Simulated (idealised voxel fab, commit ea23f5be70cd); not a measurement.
The name of this process module is voxel ribs on slabs.
Displayed cross-section: cut, width of 255 nm, square cells sized 5 nm.
Cross-section format: a grid of square cells, given as bands from top to bottom; each band is one or more rows of cells.
Basically the band line says how high the top is and how high the bottom is, in nm, and then what's in it from left to right, every material with its width in nm. Empty space shows up as "empty", and if a single material carries "everywhere" it runs the full band edge to edge.
Height 0 is the level under which the wafer as received is all one material. The lowest band goes on downwards, as in "0 down".
So if you see something like "30->40" for the width, read it as the top row of the band sitting at the first number and the bottom row at the second, with every row in between moving by the same amount as the last.
For the purposes of this document, the phrase "nothing got changed" attached to a step denotes that no cell within the cross-section was modified by that step.
"Unvented internal voids" lists enclosed empty spaces (at least 8 cells, no open path upward to the top), each as width x height at distance from the left edge, in nm.
What comes after the settings on a step's line is commentary from the simulator itself on that step.
The setting "overlay nm" may be written on the line of a step. When the step uses a mask, the value reports how far to the right of the planned place the mask lay, and a negative value reports that it lay to the left.
For the reader: what remains of this document is a series of pairs, each showing a cross-section before one process step and a cross-section after that step which reaches down only to the lowest band that changed, with the step between them and its settings set out under the pair. It should not be assumed that a pair continues from the pair above it; the pairs can come from different runs of this module on the same starting wafer, and such continuity exists only where the entry headed "Pre-step" says so.

**Pre-step**
    0 down: Si everywhere
    Unvented internal voids: none

**Cross-Section After Step**
    30 to 0: SiO2 everywhere
    Below a height of 0, the structure has not been altered.
    Unvented internal voids: none
Operation between the pre and post cross-sections above: DIRECTIONAL_DEP [material SiO2] [thk nm 30]

Pre-step: see the after view in the pair directly above.

**Cross-Section After Step**
    45 to 30: polySi everywhere
    Below a height of 30, the structure has not been altered.
    Unvented internal voids: none
Operation between the pre and post cross-sections above: DIRECTIONAL_DEP [material polySi] [thk nm 15]

Pre-step: see the after view in the pair directly above.

**Cross-Section After Step**
    45 to 35: 115 empty, then 20 polySi, then 120 empty
    Below a height of 35, the structure has not been altered.
    Unvented internal voids: none
Operation between the pre and post cross-sections above: MASKED_ETCH [tone cover] [mask id RIB] [width nm 20] [etch materials polySi] [depth nm 10] [overlay nm 0]

Pre-step: see the after view in the pair directly above.

**Cross-Section After Step**
    55 to 45: 115 empty, then 20 aC, then 120 empty
    45 to 35: 115 aC, then 20 polySi, then 120 aC
    Below a height of 35, the structure has not been altered.
    Unvented internal voids: none
Operation between the pre and post cross-sections above: DIRECTIONAL_DEP [material aC] [thk nm 10]

Pre-step: see the after view in the pair directly above.

**Cross-Section After Step**
    80 to 55: 85 empty, then 80 resist, then 90 empty
    55 to 45: 85 empty, then 30 resist, then 20 aC, then 30 resist, then 90 empty
    Below a height of 45, the structure has not been altered.
    Unvented internal voids: none
Operation between the pre and post cross-sections above: PATTERN [tone cover] [mask id SLAB] [material resist] [width nm 80] [thk nm 25] [overlay nm 0]

Pre-step: see the after view in the pair directly above.

**Cross-Section After Step**
    70 to 55: 85 empty, then 80 resist, then 90 empty
    55 to 45: 85 empty, then 30 resist, then 20 aC, then 30 resist, then 90 empty
    45 to 35: 85 empty, then 30 aC, then 20 polySi, then 30 aC, then 90 empty
    Below a height of 35, the structure has not been altered.
    Unvented internal voids: none
Operation between the pre and post cross-sections above: DIRECTIONAL_ETCH [etch materials aC] [depth nm 10]

Pre-step: see the after view in the pair directly above.

**Cross-Section After Step**
    55 to 45: 115 empty, then 20 aC, then 120 empty
    Below a height of 45, the structure has not been altered.
    Unvented internal voids: none
Operation between the pre and post cross-sections above: STRIP [etch materials resist]

Pre-step: see the after view in the pair directly above.

**Cross-Section After Step**
    55 to 45: 115 empty, then 20 aC, then 120 empty
    45 to 35: 85 empty, then 30 aC, then 20 polySi, then 30 aC, then 90 empty
    35 to 30: 85 empty, then 80 polySi, then 90 empty
    Below a height of 30, the structure has not been altered.
    Unvented internal voids: none
Operation between the pre and post cross-sections above: DIRECTIONAL_ETCH [etch materials polySi] [depth nm 5]

Pre-step: see the after view in the pair directly above.

**Cross-Section After Step**
    45 to 35: 115 empty, then 20 polySi, then 120 empty
    Below a height of 35, the structure has not been altered.
    Unvented internal voids: none
Operation between the pre and post cross-sections above: STRIP [etch materials aC]

Pre-step: see the after view in the pair directly above.

**Cross-Section After Step**
    65 to 45: SiO2 everywhere
    45 to 35: 115 SiO2, then 20 polySi, then 120 SiO2
    35 to 30: 85 SiO2, then 80 polySi, then 90 SiO2
    Below a height of 30, the structure has not been altered.
    Unvented internal voids: none
Operation between the pre and post cross-sections above: FILL_DEP [material SiO2] [thk nm 20]

Pre-step: see the after view in the pair directly above.

**Cross-Section After Step**
    60 to 45: SiO2 everywhere
    Below a height of 45, the structure has not been altered.
    Unvented internal voids: none
Operation between the pre and post cross-sections above: CMP [height nm 60]

Pre-step: see the after view in the pair directly above.

**Cross-Section After Step**
    70 to 60: W everywhere
    Below a height of 60, the structure has not been altered.
    Unvented internal voids: none
Operation between the pre and post cross-sections above: DIRECTIONAL_DEP [material W] [thk nm 10]

Pre-step: see the after view in the pair directly above.

**Cross-Section After Step**
    85 to 70: aC everywhere
    Below a height of 70, the structure has not been altered.
    Unvented internal voids: none
Operation between the pre and post cross-sections above: DIRECTIONAL_DEP [material aC] [thk nm 15]

Pre-step: see the after view in the pair directly above.

**Cross-Section After Step**
    115 to 85: 110 empty, then 30 resist, then 115 empty
    Below a height of 85, the structure has not been altered.
    Unvented internal voids: none
Operation between the pre and post cross-sections above: PATTERN [tone cover] [mask id HEATER] [material resist] [width nm 30] [thk nm 30] [overlay nm 0]

Pre-step: see the after view in the pair directly above.

**Cross-Section After Step**
    100 to 85: 110 empty, then 30 resist, then 115 empty
    85 to 70: 110 empty, then 30 aC, then 115 empty
    Below a height of 70, the structure has not been altered.
    Unvented internal voids: none
Operation between the pre and post cross-sections above: DIRECTIONAL_ETCH [etch materials aC] [depth nm 15]

Pre-step: see the after view in the pair directly above.

**Cross-Section After Step**
    85 to 70: 110 empty, then 30 aC, then 115 empty
    Below a height of 70, the structure has not been altered.
    Unvented internal voids: none
Operation between the pre and post cross-sections above: STRIP [etch materials resist]

Pre-step: see the after view in the pair directly above.

**Cross-Section After Step**
    85 to 70: 110 empty, then 30 aC, then 115 empty
    70 to 60: 110 empty, then 30 W, then 115 empty
    Below a height of 60, the structure has not been altered.
    Unvented internal voids: none
Operation between the pre and post cross-sections above: DIRECTIONAL_ETCH [etch materials W] [depth nm 10]

Pre-step: see the after view in the pair directly above.

**Cross-Section After Step**
    70 to 60: 110 empty, then 30 W, then 115 empty
    Below a height of 60, the structure has not been altered.
    Unvented internal voids: none
Operation between the pre and post cross-sections above: STRIP [etch materials aC]

Pre-step: see the after view in the pair directly above.

**Cross-Section After Step**
    80 to 70: 100 empty, then 50 SiO2, then 105 empty
    70 to 60: 110 SiO2, then 30 W, then 115 SiO2
    Below a height of 60, the structure has not been altered.
    Unvented internal voids: none
Operation between the pre and post cross-sections above: CONFORMAL_DEP [material SiO2] [thk nm 10]

**Pre-step**
    45 to 30: polySi everywhere
    30 to 0: SiO2 everywhere
    0 down: Si everywhere
    Unvented internal voids: none

**Cross-Section After Step**
    60 to 30: polySi everywhere
    Below a height of 30, the structure has not been altered.
    Unvented internal voids: none
Operation between the pre and post cross-sections above: DIRECTIONAL_DEP [material polySi] [thk nm 15]

Pre-step: see the after view in the pair directly above.

**Cross-Section After Step**
    60 to 50: 115 empty, then 20 polySi, then 120 empty
    Below a height of 50, the structure has not been altered.
    Unvented internal voids: none
Operation between the pre and post cross-sections above: MASKED_ETCH [tone cover] [mask id RIB] [width nm 20] [etch materials polySi] [depth nm 10] [overlay nm 0]

Pre-step: see the after view in the pair directly above.

**Cross-Section After Step**
    70 to 60: 115 empty, then 20 aC, then 120 empty
    60 to 50: 115 aC, then 20 polySi, then 120 aC
    Below a height of 50, the structure has not been altered.
    Unvented internal voids: none
Operation between the pre and post cross-sections above: DIRECTIONAL_DEP [material aC] [thk nm 10]

Pre-step: see the after view in the pair directly above.

**Cross-Section After Step**
    95 to 70: 85 empty, then 80 resist, then 90 empty
    70 to 60: 85 empty, then 30 resist, then 20 aC, then 30 resist, then 90 empty
    Below a height of 60, the structure has not been altered.
    Unvented internal voids: none
Operation between the pre and post cross-sections above: PATTERN [tone cover] [mask id SLAB] [material resist] [width nm 80] [thk nm 25] [overlay nm 0]

Pre-step: see the after view in the pair directly above.

**Cross-Section After Step**
    85 to 70: 85 empty, then 80 resist, then 90 empty
    70 to 60: 85 empty, then 30 resist, then 20 aC, then 30 resist, then 90 empty
    60 to 50: 85 empty, then 30 aC, then 20 polySi, then 30 aC, then 90 empty
    Below a height of 50, the structure has not been altered.
    Unvented internal voids: none
Operation between the pre and post cross-sections above: DIRECTIONAL_ETCH [etch materials aC] [depth nm 10]

Pre-step: see the after view in the pair directly above.

**Cross-Section After Step**
    70 to 60: 115 empty, then 20 aC, then 120 empty
    Below a height of 60, the structure has not been altered.
    Unvented internal voids: none
Operation between the pre and post cross-sections above: STRIP [etch materials resist]

Pre-step: see the after view in the pair directly above.

**Cross-Section After Step**
    70 to 60: 115 empty, then 20 aC, then 120 empty
    60 to 50: 85 empty, then 30 aC, then 20 polySi, then 30 aC, then 90 empty
    50 to 45: 85 empty, then 80 polySi, then 90 empty
    Below a height of 45, the structure has not been altered.
    Unvented internal voids: none
Operation between the pre and post cross-sections above: DIRECTIONAL_ETCH [etch materials polySi] [depth nm 5]

Pre-step: see the after view in the pair directly above.

**Cross-Section After Step**
    60 to 50: 115 empty, then 20 polySi, then 120 empty
    Below a height of 50, the structure has not been altered.
    Unvented internal voids: none
Operation between the pre and post cross-sections above: STRIP [etch materials aC]

Pre-step: see the after view in the pair directly above.

**Cross-Section After Step**
    80 to 60: SiO2 everywhere
    60 to 50: 115 SiO2, then 20 polySi, then 120 SiO2
    50 to 45: 85 SiO2, then 80 polySi, then 90 SiO2
    Below a height of 45, the structure has not been altered.
    Unvented internal voids: none
Operation between the pre and post cross-sections above: FILL_DEP [material SiO2] [thk nm 20]

Pre-step: see the after view in the pair directly above.

**Cross-Section After Step**
    60 to 50: 115 SiO2, then 20 polySi, then 120 SiO2
    Below a height of 50, the structure has not been altered.
    Unvented internal voids: none
Operation between the pre and post cross-sections above: CMP [height nm 60]

Pre-step: see the after view in the pair directly above.

**Cross-Section After Step**
    70 to 60: W everywhere
    Below a height of 60, the structure has not been altered.
    Unvented internal voids: none
Operation between the pre and post cross-sections above: DIRECTIONAL_DEP [material W] [thk nm 10]

Pre-step: see the after view in the pair directly above.

**Cross-Section After Step**
    85 to 70: aC everywhere
    Below a height of 70, the structure has not been altered.
    Unvented internal voids: none
Operation between the pre and post cross-sections above: DIRECTIONAL_DEP [material aC] [thk nm 15]

Pre-step: see the after view in the pair directly above.

**Cross-Section After Step**
    115 to 85: 110 empty, then 30 resist, then 115 empty
    Below a height of 85, the structure has not been altered.
    Unvented internal voids: none
Operation between the pre and post cross-sections above: PATTERN [tone cover] [mask id HEATER] [material resist] [width nm 30] [thk nm 30] [overlay nm 0]

Pre-step: see the after view in the pair directly above.

**Cross-Section After Step**
    100 to 85: 110 empty, then 30 resist, then 115 empty
    85 to 70: 110 empty, then 30 aC, then 115 empty
    Below a height of 70, the structure has not been altered.
    Unvented internal voids: none
Operation between the pre and post cross-sections above: DIRECTIONAL_ETCH [etch materials aC] [depth nm 15]

Pre-step: see the after view in the pair directly above.

**Cross-Section After Step**
    85 to 70: 110 empty, then 30 aC, then 115 empty
    Below a height of 70, the structure has not been altered.
    Unvented internal voids: none
Operation between the pre and post cross-sections above: STRIP [etch materials resist]

Pre-step: see the after view in the pair directly above.

**Cross-Section After Step**
    85 to 70: 110 empty, then 30 aC, then 115 empty
    70 to 60: 110 empty, then 30 W, then 115 empty
    Below a height of 60, the structure has not been altered.
    Unvented internal voids: none
Operation between the pre and post cross-sections above: DIRECTIONAL_ETCH [etch materials W] [depth nm 10]

Pre-step: see the after view in the pair directly above.

**Cross-Section After Step**
    70 to 60: 110 empty, then 30 W, then 115 empty
    Below a height of 60, the structure has not been altered.
    Unvented internal voids: none
Operation between the pre and post cross-sections above: STRIP [etch materials aC]

Pre-step: see the after view in the pair directly above.

**Cross-Section After Step**
    80 to 70: 100 empty, then 50 SiO2, then 105 empty
    70 to 60: 110 SiO2, then 30 W, then 115 SiO2
    Below a height of 60, the structure has not been altered.
    Unvented internal voids: none
Operation between the pre and post cross-sections above: CONFORMAL_DEP [material SiO2] [thk nm 10]

**Pre-step**
    0 down: Si everywhere
    Unvented internal voids: none

**Cross-Section After Step**
    15 to 0: polySi everywhere
    Below a height of 0, the structure has not been altered.
    Unvented internal voids: none
Operation between the pre and post cross-sections above: DIRECTIONAL_DEP [material polySi] [thk nm 15]

Pre-step: see the after view in the pair directly above.

**Cross-Section After Step**
    45 to 15: SiO2 everywhere
    Below a height of 15, the structure has not been altered.
    Unvented internal voids: none
Operation between the pre and post cross-sections above: DIRECTIONAL_DEP [material SiO2] [thk nm 30]

Pre-step: see the after view in the pair directly above.

**Cross-Section After Step**
    55 to 45: aC everywhere
    Below a height of 45, the structure has not been altered.
    Unvented internal voids: none
Operation between the pre and post cross-sections above: DIRECTIONAL_DEP [material aC] [thk nm 10]

Pre-step: see the after view in the pair directly above.

**Cross-Section After Step**
    80 to 55: 85 empty, then 80 resist, then 90 empty
    Below a height of 55, the structure has not been altered.
    Unvented internal voids: none
Operation between the pre and post cross-sections above: PATTERN [tone cover] [mask id SLAB] [material resist] [width nm 80] [thk nm 25] [overlay nm 0]

Pre-step: see the after view in the pair directly above.

**Cross-Section After Step**
    70 to 55: 85 empty, then 80 resist, then 90 empty
    55 to 45: 85 empty, then 80 aC, then 90 empty
    Below a height of 45, the structure has not been altered.
    Unvented internal voids: none
Operation between the pre and post cross-sections above: DIRECTIONAL_ETCH [etch materials aC] [depth nm 10]

Pre-step: see the after view in the pair directly above.

**Cross-Section After Step**
    55 to 45: 85 empty, then 80 aC, then 90 empty
    Below a height of 45, the structure has not been altered.
    Unvented internal voids: none
Operation between the pre and post cross-sections above: STRIP [etch materials resist]

Pre-step: see the after view in the pair directly above.

**Cross-Section After Step**
    45 to 15: SiO2 everywhere
    Below a height of 15, the structure has not been altered.
    Unvented internal voids: none
Operation between the pre and post cross-sections above: STRIP [etch materials aC]

Pre-step: see the after view in the pair directly above.

**Cross-Section After Step**
    65 to 15: SiO2 everywhere
    Below a height of 15, the structure has not been altered.
    Unvented internal voids: none
Operation between the pre and post cross-sections above: FILL_DEP [material SiO2] [thk nm 20]

Pre-step: see the after view in the pair directly above.

**Cross-Section After Step**
    60 to 15: SiO2 everywhere
    Below a height of 15, the structure has not been altered.
    Unvented internal voids: none
Operation between the pre and post cross-sections above: CMP [height nm 60]

Pre-step: see the after view in the pair directly above.

**Cross-Section After Step**
    70 to 60: W everywhere
    Below a height of 60, the structure has not been altered.
    Unvented internal voids: none
Operation between the pre and post cross-sections above: DIRECTIONAL_DEP [material W] [thk nm 10]

Pre-step: see the after view in the pair directly above.

**Cross-Section After Step**
    85 to 70: aC everywhere
    Below a height of 70, the structure has not been altered.
    Unvented internal voids: none
Operation between the pre and post cross-sections above: DIRECTIONAL_DEP [material aC] [thk nm 15]

Pre-step: see the after view in the pair directly above.

**Cross-Section After Step**
    115 to 85: 110 empty, then 30 resist, then 115 empty
    Below a height of 85, the structure has not been altered.
    Unvented internal voids: none
Operation between the pre and post cross-sections above: PATTERN [tone cover] [mask id HEATER] [material resist] [width nm 30] [thk nm 30] [overlay nm 0]

Pre-step: see the after view in the pair directly above.

**Cross-Section After Step**
    100 to 85: 110 empty, then 30 resist, then 115 empty
    85 to 70: 110 empty, then 30 aC, then 115 empty
    Below a height of 70, the structure has not been altered.
    Unvented internal voids: none
Operation between the pre and post cross-sections above: DIRECTIONAL_ETCH [etch materials aC] [depth nm 15]

Pre-step: see the after view in the pair directly above.

**Cross-Section After Step**
    85 to 70: 110 empty, then 30 aC, then 115 empty
    Below a height of 70, the structure has not been altered.
    Unvented internal voids: none
Operation between the pre and post cross-sections above: STRIP [etch materials resist]

Pre-step: see the after view in the pair directly above.

**Cross-Section After Step**
    85 to 70: 110 empty, then 30 aC, then 115 empty
    70 to 60: 110 empty, then 30 W, then 115 empty
    Below a height of 60, the structure has not been altered.
    Unvented internal voids: none
Operation between the pre and post cross-sections above: DIRECTIONAL_ETCH [etch materials W] [depth nm 10]

Pre-step: see the after view in the pair directly above.

**Cross-Section After Step**
    70 to 60: 110 empty, then 30 W, then 115 empty
    Below a height of 60, the structure has not been altered.
    Unvented internal voids: none
Operation between the pre and post cross-sections above: STRIP [etch materials aC]

Pre-step: see the after view in the pair directly above.

**Cross-Section After Step**
    80 to 70: 100 empty, then 50 SiO2, then 105 empty
    70 to 60: 110 SiO2, then 30 W, then 115 SiO2
    Below a height of 60, the structure has not been altered.
    Unvented internal voids: none
Operation between the pre and post cross-sections above: CONFORMAL_DEP [material SiO2] [thk nm 10]

**Pre-step**
    60 to 45: SiO2 everywhere
    45 to 35: 115 SiO2, then 20 polySi, then 120 SiO2
    35 to 30: 85 SiO2, then 80 polySi, then 90 SiO2
    30 to 0: SiO2 everywhere
    0 down: Si everywhere
    Unvented internal voids: none

**Cross-Section After Step**
    65 to 60: W everywhere
    Below a height of 60, the structure has not been altered.
    Unvented internal voids: none
Operation between the pre and post cross-sections above: DIRECTIONAL_DEP [material W] [thk nm 5]

Pre-step: see the after view in the pair directly above.

**Cross-Section After Step**
    80 to 65: aC everywhere
    Below a height of 65, the structure has not been altered.
    Unvented internal voids: none
Operation between the pre and post cross-sections above: DIRECTIONAL_DEP [material aC] [thk nm 15]

Pre-step: see the after view in the pair directly above.

**Cross-Section After Step**
    110 to 80: 110 empty, then 30 resist, then 115 empty
    Below a height of 80, the structure has not been altered.
    Unvented internal voids: none
Operation between the pre and post cross-sections above: PATTERN [tone cover] [mask id HEATER] [material resist] [width nm 30] [thk nm 30] [overlay nm 0]

Pre-step: see the after view in the pair directly above.

**Cross-Section After Step**
    95 to 80: 110 empty, then 30 resist, then 115 empty
    80 to 65: 110 empty, then 30 aC, then 115 empty
    Below a height of 65, the structure has not been altered.
    Unvented internal voids: none
Operation between the pre and post cross-sections above: DIRECTIONAL_ETCH [etch materials aC] [depth nm 15]

Pre-step: see the after view in the pair directly above.

**Cross-Section After Step**
    80 to 65: 110 empty, then 30 aC, then 115 empty
    Below a height of 65, the structure has not been altered.
    Unvented internal voids: none
Operation between the pre and post cross-sections above: STRIP [etch materials resist]

Pre-step: see the after view in the pair directly above.

**Cross-Section After Step**
    80 to 65: 110 empty, then 30 aC, then 115 empty
    65 to 60: 110 empty, then 30 W, then 115 empty
    Below a height of 60, the structure has not been altered.
    Unvented internal voids: none
Operation between the pre and post cross-sections above: DIRECTIONAL_ETCH [etch materials W] [depth nm 10]

Pre-step: see the after view in the pair directly above.

**Cross-Section After Step**
    65 to 60: 110 empty, then 30 W, then 115 empty
    Below a height of 60, the structure has not been altered.
    Unvented internal voids: none
Operation between the pre and post cross-sections above: STRIP [etch materials aC]

Pre-step: see the after view in the pair directly above.

**Cross-Section After Step**
    75 to 70: 100 empty, then 50 SiO2, then 105 empty
    70 to 65: SiO2 everywhere
    65 to 60: 110 SiO2, then 30 W, then 115 SiO2
    Below a height of 60, the structure has not been altered.
    Unvented internal voids: none
Operation between the pre and post cross-sections above: CONFORMAL_DEP [material SiO2] [thk nm 10]

**Pre-step**
    55 to 45: 115 empty, then 20 aC, then 120 empty
    45 to 35: 115 aC, then 20 polySi, then 120 aC
    35 to 30: polySi everywhere
    30 to 0: SiO2 everywhere
    0 down: Si everywhere
    Unvented internal voids: none

**Cross-Section After Step**
    80 to 55: 90 empty, then 70 resist, then 95 empty
    55 to 45: 90 empty, then 25 resist, then 20 aC, then 25 resist, then 95 empty
    Below a height of 45, the structure has not been altered.
    Unvented internal voids: none
Operation between the pre and post cross-sections above: PATTERN [tone cover] [mask id SLAB] [material resist] [width nm 70] [thk nm 25] [overlay nm 0]

Pre-step: see the after view in the pair directly above.

**Cross-Section After Step**
    70 to 55: 90 empty, then 70 resist, then 95 empty
    55 to 45: 90 empty, then 25 resist, then 20 aC, then 25 resist, then 95 empty
    45 to 35: 90 empty, then 25 aC, then 20 polySi, then 25 aC, then 95 empty
    Below a height of 35, the structure has not been altered.
    Unvented internal voids: none
Operation between the pre and post cross-sections above: DIRECTIONAL_ETCH [etch materials aC] [depth nm 10]

Pre-step: see the after view in the pair directly above.

**Cross-Section After Step**
    55 to 45: 115 empty, then 20 aC, then 120 empty
    Below a height of 45, the structure has not been altered.
    Unvented internal voids: none
Operation between the pre and post cross-sections above: STRIP [etch materials resist]

Pre-step: see the after view in the pair directly above.

**Cross-Section After Step**
    55 to 45: 115 empty, then 20 aC, then 120 empty
    45 to 35: 90 empty, then 25 aC, then 20 polySi, then 25 aC, then 95 empty
    35 to 30: 90 empty, then 70 polySi, then 95 empty
    Below a height of 30, the structure has not been altered.
    Unvented internal voids: none
Operation between the pre and post cross-sections above: DIRECTIONAL_ETCH [etch materials polySi] [depth nm 5]

Pre-step: see the after view in the pair directly above.

**Cross-Section After Step**
    45 to 35: 115 empty, then 20 polySi, then 120 empty
    Below a height of 35, the structure has not been altered.
    Unvented internal voids: none
Operation between the pre and post cross-sections above: STRIP [etch materials aC]

Pre-step: see the after view in the pair directly above.

**Cross-Section After Step**
    65 to 45: SiO2 everywhere
    45 to 35: 115 SiO2, then 20 polySi, then 120 SiO2
    35 to 30: 90 SiO2, then 70 polySi, then 95 SiO2
    Below a height of 30, the structure has not been altered.
    Unvented internal voids: none
Operation between the pre and post cross-sections above: FILL_DEP [material SiO2] [thk nm 20]

Pre-step: see the after view in the pair directly above.

**Cross-Section After Step**
    60 to 45: SiO2 everywhere
    Below a height of 45, the structure has not been altered.
    Unvented internal voids: none
Operation between the pre and post cross-sections above: CMP [height nm 60]

Pre-step: see the after view in the pair directly above.

**Cross-Section After Step**
    70 to 60: W everywhere
    Below a height of 60, the structure has not been altered.
    Unvented internal voids: none
Operation between the pre and post cross-sections above: DIRECTIONAL_DEP [material W] [thk nm 10]

Pre-step: see the after view in the pair directly above.

**Cross-Section After Step**
    85 to 70: aC everywhere
    Below a height of 70, the structure has not been altered.
    Unvented internal voids: none
Operation between the pre and post cross-sections above: DIRECTIONAL_DEP [material aC] [thk nm 15]

Pre-step: see the after view in the pair directly above.

**Cross-Section After Step**
    115 to 85: 110 empty, then 30 resist, then 115 empty
    Below a height of 85, the structure has not been altered.
    Unvented internal voids: none
Operation between the pre and post cross-sections above: PATTERN [tone cover] [mask id HEATER] [material resist] [width nm 30] [thk nm 30] [overlay nm 0]

Pre-step: see the after view in the pair directly above.

**Cross-Section After Step**
    100 to 85: 110 empty, then 30 resist, then 115 empty
    85 to 70: 110 empty, then 30 aC, then 115 empty
    Below a height of 70, the structure has not been altered.
    Unvented internal voids: none
Operation between the pre and post cross-sections above: DIRECTIONAL_ETCH [etch materials aC] [depth nm 15]

Pre-step: see the after view in the pair directly above.

**Cross-Section After Step**
    85 to 70: 110 empty, then 30 aC, then 115 empty
    Below a height of 70, the structure has not been altered.
    Unvented internal voids: none
Operation between the pre and post cross-sections above: STRIP [etch materials resist]

Pre-step: see the after view in the pair directly above.

**Cross-Section After Step**
    85 to 70: 110 empty, then 30 aC, then 115 empty
    70 to 60: 110 empty, then 30 W, then 115 empty
    Below a height of 60, the structure has not been altered.
    Unvented internal voids: none
Operation between the pre and post cross-sections above: DIRECTIONAL_ETCH [etch materials W] [depth nm 10]

Pre-step: see the after view in the pair directly above.

**Cross-Section After Step**
    70 to 60: 110 empty, then 30 W, then 115 empty
    Below a height of 60, the structure has not been altered.
    Unvented internal voids: none
Operation between the pre and post cross-sections above: STRIP [etch materials aC]

Pre-step: see the after view in the pair directly above.

**Cross-Section After Step**
    80 to 70: 100 empty, then 50 SiO2, then 105 empty
    70 to 60: 110 SiO2, then 30 W, then 115 SiO2
    Below a height of 60, the structure has not been altered.
    Unvented internal voids: none
Operation between the pre and post cross-sections above: CONFORMAL_DEP [material SiO2] [thk nm 10]

**Pre-step**
    55 to 45: 115 empty, then 20 aC, then 120 empty
    45 to 35: 115 aC, then 20 polySi, then 120 aC
    35 to 30: polySi everywhere
    30 to 0: SiO2 everywhere
    0 down: Si everywhere
    Unvented internal voids: none

**Cross-Section After Step**
    80 to 55: 80 empty, then 80 resist, then 95 empty
    55 to 45: 80 empty, then 35 resist, then 20 aC, then 25 resist, then 95 empty
    Below a height of 45, the structure has not been altered.
    Unvented internal voids: none
Operation between the pre and post cross-sections above: PATTERN [tone cover] [mask id SLAB] [material resist] [width nm 80] [thk nm 25] [overlay nm -5]

Pre-step: see the after view in the pair directly above.

**Cross-Section After Step**
    70 to 55: 80 empty, then 80 resist, then 95 empty
    55 to 45: 80 empty, then 35 resist, then 20 aC, then 25 resist, then 95 empty
    45 to 35: 80 empty, then 35 aC, then 20 polySi, then 25 aC, then 95 empty
    Below a height of 35, the structure has not been altered.
    Unvented internal voids: none
Operation between the pre and post cross-sections above: DIRECTIONAL_ETCH [etch materials aC] [depth nm 10]

Pre-step: see the after view in the pair directly above.

**Cross-Section After Step**
    55 to 45: 115 empty, then 20 aC, then 120 empty
    Below a height of 45, the structure has not been altered.
    Unvented internal voids: none
Operation between the pre and post cross-sections above: STRIP [etch materials resist]

Pre-step: see the after view in the pair directly above.

**Cross-Section After Step**
    55 to 45: 115 empty, then 20 aC, then 120 empty
    45 to 35: 80 empty, then 35 aC, then 20 polySi, then 25 aC, then 95 empty
    35 to 30: 80 empty, then 80 polySi, then 95 empty
    Below a height of 30, the structure has not been altered.
    Unvented internal voids: none
Operation between the pre and post cross-sections above: DIRECTIONAL_ETCH [etch materials polySi] [depth nm 5]

Pre-step: see the after view in the pair directly above.

**Cross-Section After Step**
    45 to 35: 115 empty, then 20 polySi, then 120 empty
    Below a height of 35, the structure has not been altered.
    Unvented internal voids: none
Operation between the pre and post cross-sections above: STRIP [etch materials aC]

Pre-step: see the after view in the pair directly above.

**Cross-Section After Step**
    65 to 45: SiO2 everywhere
    45 to 35: 115 SiO2, then 20 polySi, then 120 SiO2
    35 to 30: 80 SiO2, then 80 polySi, then 95 SiO2
    Below a height of 30, the structure has not been altered.
    Unvented internal voids: none
Operation between the pre and post cross-sections above: FILL_DEP [material SiO2] [thk nm 20]

Pre-step: see the after view in the pair directly above.

**Cross-Section After Step**
    60 to 45: SiO2 everywhere
    Below a height of 45, the structure has not been altered.
    Unvented internal voids: none
Operation between the pre and post cross-sections above: CMP [height nm 60]

Pre-step: see the after view in the pair directly above.

**Cross-Section After Step**
    70 to 60: W everywhere
    Below a height of 60, the structure has not been altered.
    Unvented internal voids: none
Operation between the pre and post cross-sections above: DIRECTIONAL_DEP [material W] [thk nm 10]

Pre-step: see the after view in the pair directly above.

**Cross-Section After Step**
    85 to 70: aC everywhere
    Below a height of 70, the structure has not been altered.
    Unvented internal voids: none
Operation between the pre and post cross-sections above: DIRECTIONAL_DEP [material aC] [thk nm 15]

Pre-step: see the after view in the pair directly above.

**Cross-Section After Step**
    115 to 85: 110 empty, then 30 resist, then 115 empty
    Below a height of 85, the structure has not been altered.
    Unvented internal voids: none
Operation between the pre and post cross-sections above: PATTERN [tone cover] [mask id HEATER] [material resist] [width nm 30] [thk nm 30] [overlay nm 0]

Pre-step: see the after view in the pair directly above.

**Cross-Section After Step**
    100 to 85: 110 empty, then 30 resist, then 115 empty
    85 to 70: 110 empty, then 30 aC, then 115 empty
    Below a height of 70, the structure has not been altered.
    Unvented internal voids: none
Operation between the pre and post cross-sections above: DIRECTIONAL_ETCH [etch materials aC] [depth nm 15]

Pre-step: see the after view in the pair directly above.

**Cross-Section After Step**
    85 to 70: 110 empty, then 30 aC, then 115 empty
    Below a height of 70, the structure has not been altered.
    Unvented internal voids: none
Operation between the pre and post cross-sections above: STRIP [etch materials resist]

Pre-step: see the after view in the pair directly above.

**Cross-Section After Step**
    85 to 70: 110 empty, then 30 aC, then 115 empty
    70 to 60: 110 empty, then 30 W, then 115 empty
    Below a height of 60, the structure has not been altered.
    Unvented internal voids: none
Operation between the pre and post cross-sections above: DIRECTIONAL_ETCH [etch materials W] [depth nm 10]

Pre-step: see the after view in the pair directly above.

**Cross-Section After Step**
    70 to 60: 110 empty, then 30 W, then 115 empty
    Below a height of 60, the structure has not been altered.
    Unvented internal voids: none
Operation between the pre and post cross-sections above: STRIP [etch materials aC]

Pre-step: see the after view in the pair directly above.

**Cross-Section After Step**
    80 to 70: 100 empty, then 50 SiO2, then 105 empty
    70 to 60: 110 SiO2, then 30 W, then 115 SiO2
    Below a height of 60, the structure has not been altered.
    Unvented internal voids: none
Operation between the pre and post cross-sections above: CONFORMAL_DEP [material SiO2] [thk nm 10]

**Pre-step**
    85 to 70: 110 empty, then 30 aC, then 115 empty
    70 to 60: 110 empty, then 30 W, then 115 empty
    60 to 45: SiO2 everywhere
    45 to 35: 115 SiO2, then 20 polySi, then 120 SiO2
    35 to 30: 85 SiO2, then 80 polySi, then 90 SiO2
    30 to 0: SiO2 everywhere
    0 down: Si everywhere
    Unvented internal voids: none

**Cross-Section After Step**
    0 down: Si everywhere
    Unvented internal voids: none
Operation between the pre and post cross-sections above: STRIP [etch materials SiO2]

Pre-step: see the after view in the pair directly above.

**Cross-Section After Step**
    10 to 0: SiO2 everywhere
    Below a height of 0, the structure has not been altered.
    Unvented internal voids: none
Operation between the pre and post cross-sections above: CONFORMAL_DEP [material SiO2] [thk nm 10]

**Pre-step**
    85 to 70: aC everywhere
    70 to 60: W everywhere
    60 to 45: SiO2 everywhere
    45 to 35: 115 SiO2, then 20 polySi, then 120 SiO2
    35 to 30: 85 SiO2, then 80 polySi, then 90 SiO2
    30 to 0: SiO2 everywhere
    0 down: Si everywhere
    Unvented internal voids: none

**Cross-Section After Step**
    115 to 85: 110 resist, then 30 empty, then 115 resist
    Below a height of 85, the structure has not been altered.
    Unvented internal voids: none
Operation between the pre and post cross-sections above: PATTERN [tone open] [mask id HEATER] [material resist] [width nm 30] [thk nm 30] [overlay nm 0]
